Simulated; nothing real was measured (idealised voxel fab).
The document below concerns the process module designated voxel transistor to metal.
Displayed cross-section: cut, width of 205 nm, square cells sized 5 nm.
Cross-section spec: square-cell grid; bands listed top down; each band is one or more rows. Look at the band entry: it leads with the top's height and the bottom's height in nm. Then it lists the materials left to right, with a width in nm for each. The word "full width" on a single material says that material fills the band edge to edge. The word "empty" is empty space. Height is counted from the level 0, under which the received wafer is composed throughout of one material. The lowest of the bands is not closed at the bottom but continues downward, in the notation "top 0, no bottom". You'd read "30..40" like this: the band's top row of cells is as wide as the first number, its bottom row is as wide as the second, and going down, every row changes width by the same amount as the row before did. "no alterations made" after a step means that no cell of the cross-section changed. "Sealed internal cavities" specifies each empty space that is not open to the top and that occupies no fewer than 8 cells, using the form width x height at distance, the distance measured from the left edge and all three quantities in nm. Note: text after step settings on the step line = simulator remark on that step. Among the settings permitted on a step's line is "overlay nm"; applied to a step with a mask, it specifies the extent to which the mask lay to the right of its planned position, whereas a negative figure signifies a position to the left.

The process steps that were planned are listed below:
step 1: op RECEIVE | material Si
step 2: op OXIDIZE | depth nm 5
step 3: op CONFORMAL_DEP | material SiN | thk nm 15
step 4: op DIRECTIONAL_DEP | material aC | thk nm 10
step 5: op PATTERN | tone cover | mask id ACTIVE | material resist | width nm 105 | thk nm 30 | overlay nm 0
step 6: op DIRECTIONAL_ETCH | etch materials aC | depth nm 10
step 7: op STRIP | etch materials resist
step 8: op DIRECTIONAL_ETCH | etch materials SiN | depth nm 15
step 9: op DIRECTIONAL_ETCH | etch materials SiO2 | depth nm 5
step 10: op DIRECTIONAL_ETCH | etch materials Si | depth nm 35
step 11: op STRIP | etch materials aC
step 12: op FILL_DEP | material SiO2 | thk nm 15
step 13: op CMP | height nm 15
step 14: op SELECTIVE_ETCH | etch materials SiO2 | depth nm 5
step 15: op STRIP | etch materials SiN
step 16: op SELECTIVE_ETCH | etch materials SiO2 | depth nm 5
step 17: op OXIDIZE | depth nm 5
step 18: op DIRECTIONAL_DEP | material polySi | thk nm 25
step 19: op DIRECTIONAL_DEP | material SiCN | thk nm 15
step 20: op MASKED_ETCH | tone cover | mask id GATE | width nm 25 | etch materials SiCN | depth nm 25 | overlay nm 0
step 21: op MASKED_ETCH | tone cover | mask id GATE | width nm 25 | etch materials polySi | depth nm 35 | overlay nm 0
step 22: op CONFORMAL_DEP | material SiN | thk nm 5
step 23: op DIRECTIONAL_ETCH | etch materials SiN | depth nm 5
step 24: op DIRECTIONAL_ETCH | etch materials SiO2 | depth nm 5
step 25: op EPI | material SiGe | thk nm 5
step 26: op FILL_DEP | material SiO2 | thk nm 5
step 27: op CMP | height nm 35
step 28: op DIRECTIONAL_DEP | material SiO2 | thk nm 10
step 29: op MASKED_ETCH | tone open | mask id CONTACT | width nm 30 | pitch nm 65 | etch materials SiO2 | depth nm 50 | overlay nm 0
step 30: op CONFORMAL_DEP | material TiN | thk nm 5
step 31: op FILL_DEP | material W | thk nm 5
step 32: op CMP | height nm 45
step 33: op DIRECTIONAL_DEP | material TiN | thk nm 5
step 34: op DIRECTIONAL_DEP | material W | thk nm 25
step 35: op MASKED_ETCH | tone cover | mask id METAL_1 | width nm 15 | pitch nm 80 | etch materials W | depth nm 25 | overlay nm 0
step 36: op MASKED_ETCH | tone cover | mask id METAL_1 | width nm 15 | pitch nm 80 | etch materials TiN | depth nm 5 | overlay nm 0
step 37: op FILL_DEP | material lowk | thk nm 5
step 38: op CMP | height nm 75
step 39: op CONFORMAL_DEP | material SiCN | thk nm 5
step 40: op DIRECTIONAL_DEP | material lowk | thk nm 25
step 41: op DIRECTIONAL_DEP | material aC | thk nm 15
step 42: op PATTERN | tone open | mask id METAL_2 | material resist | width nm 15 | pitch nm 80 | thk nm 30 | overlay nm 0
step 43: op DIRECTIONAL_ETCH | etch materials aC | depth nm 15
step 44: op STRIP | etch materials resist
step 45: op DIRECTIONAL_ETCH | etch materials lowk | depth nm 15
step 46: op STRIP | etch materials aC
step 47: op DIRECTIONAL_DEP | material aC | thk nm 10
step 48: op PATTERN | tone open | mask id METAL_2_HOLES | material resist | width nm 15 | pitch nm 80 | thk nm 30 | overlay nm 0
step 49: op DIRECTIONAL_ETCH | etch materials aC | depth nm 10
step 50: op STRIP | etch materials resist
step 51: op DIRECTIONAL_ETCH | etch materials lowk | depth nm 10
step 52: op DIRECTIONAL_ETCH | etch materials SiCN | depth nm 5
step 53: op STRIP | etch materials aC
step 54: op CONFORMAL_DEP | material TiN | thk nm 5
step 55: op FILL_DEP | material Cu | thk nm 5
step 56: op CMP | height nm 105
step 57: op CONFORMAL_DEP | material SiCN | thk nm 5

Wafer cross-section on receipt, i.e. after step 1:
    top 0, no bottom: Si full width
    Sealed internal cavities: none

Here's the cross-section of the first of our two wafers at the end of the module - it ran as planned:
    top 110, bottom 105: SiCN full width
    top 105, bottom 80: 55 nm lowk  5 nm TiN  5 nm Cu  5 nm TiN  65 nm lowk  5 nm TiN  5 nm Cu  5 nm TiN  55 nm lowk
    top 80, bottom 75: 55 nm SiCN  15 nm TiN  65 nm SiCN  15 nm TiN  55 nm SiCN
    top 75, bottom 50: 55 nm lowk  15 nm W  65 nm lowk  15 nm W  55 nm lowk
    top 50, bottom 45: 55 nm lowk  15 nm TiN  65 nm lowk  15 nm TiN  55 nm lowk
    top 45, bottom 35: 55 nm SiO2  5 nm TiN  20 nm W  5 nm TiN  35 nm SiO2  5 nm TiN  20 nm W  5 nm TiN  55 nm SiO2
    top 35, bottom 20: 55 nm SiO2  5 nm TiN  20 nm W  5 nm TiN  5 nm SiN  25 nm SiCN  5 nm SiN  5 nm TiN  20 nm W  5 nm TiN  55 nm SiO2
    top 20, bottom 5: 55 nm SiO2  5 nm TiN  20 nm W  5 nm TiN  5 nm SiN  25 nm polySi  5 nm SiN  5 nm TiN  20 nm W  5 nm TiN  55 nm SiO2
    top 5, bottom 0: 45 nm SiO2  5 nm SiN  5 nm SiO2  5 nm TiN  20 nm W  5 nm TiN  5 nm SiN  25 nm polySi  5 nm SiN  5 nm TiN  20 nm W  5 nm TiN  5 nm SiO2  5 nm SiN  45 nm SiO2
    top 0, bottom -5: 45 nm SiO2  5 nm SiN  5 nm SiO2  30 nm TiN  5 nm SiN  25 nm polySi  5 nm SiN  30 nm TiN  5 nm SiO2  5 nm SiN  45 nm SiO2
    top -5, bottom -10: 50 nm SiO2  35 nm SiGe  35 nm SiO2  35 nm SiGe  50 nm SiO2
    top -10, bottom -40: 50 nm SiO2  105 nm Si  50 nm SiO2
    top -40, no bottom: Si full width
    Sealed internal cavities: none

Wafer two (of two), end-of-module cross-section: start = wafer one, plan = wafer one, one run mistake:
    top 110, bottom 105: SiCN full width
    top 105, bottom 80: 55 nm lowk  5 nm TiN  5 nm Cu  5 nm TiN  65 nm lowk  5 nm TiN  5 nm Cu  5 nm TiN  55 nm lowk
    top 80, bottom 75: 55 nm SiCN  15 nm TiN  65 nm SiCN  15 nm TiN  55 nm SiCN
    top 75, bottom 50: 55 nm W  15 nm lowk  65 nm W  15 nm lowk  55 nm W
    top 50, bottom 45: TiN full width
    top 45, bottom 35: 55 nm SiO2  5 nm TiN  20 nm W  5 nm TiN  35 nm SiO2  5 nm TiN  20 nm W  5 nm TiN  55 nm SiO2
    top 35, bottom 20: 55 nm SiO2  5 nm TiN  20 nm W  5 nm TiN  5 nm SiN  25 nm SiCN  5 nm SiN  5 nm TiN  20 nm W  5 nm TiN  55 nm SiO2
    top 20, bottom 5: 55 nm SiO2  5 nm TiN  20 nm W  5 nm TiN  5 nm SiN  25 nm polySi  5 nm SiN  5 nm TiN  20 nm W  5 nm TiN  55 nm SiO2
    top 5, bottom 0: 45 nm SiO2  5 nm SiN  5 nm SiO2  5 nm TiN  20 nm W  5 nm TiN  5 nm SiN  25 nm polySi  5 nm SiN  5 nm TiN  20 nm W  5 nm TiN  5 nm SiO2  5 nm SiN  45 nm SiO2
    top 0, bottom -5: 45 nm SiO2  5 nm SiN  5 nm SiO2  30 nm TiN  5 nm SiN  25 nm polySi  5 nm SiN  30 nm TiN  5 nm SiO2  5 nm SiN  45 nm SiO2
    top -5, bottom -10: 50 nm SiO2  35 nm SiGe  35 nm SiO2  35 nm SiGe  50 nm SiO2
    top -10, bottom -40: 50 nm SiO2  105 nm Si  50 nm SiO2
    top -40, no bottom: Si full width
    Sealed internal cavities: none
Which mistake was made when the wafer was run? it should be noted that step 35 was executed with settings other than those planned, the operation and settings actually applied being op MASKED_ETCH | tone open | mask id METAL_1 | width nm 15 | pitch nm 80 | etch materials W | depth nm 25 | overlay nm 0
The final cell counts differ between the wafers, with the second having more or fewer of some materials than the first: +35 TiN; +145 W; -180 lowk
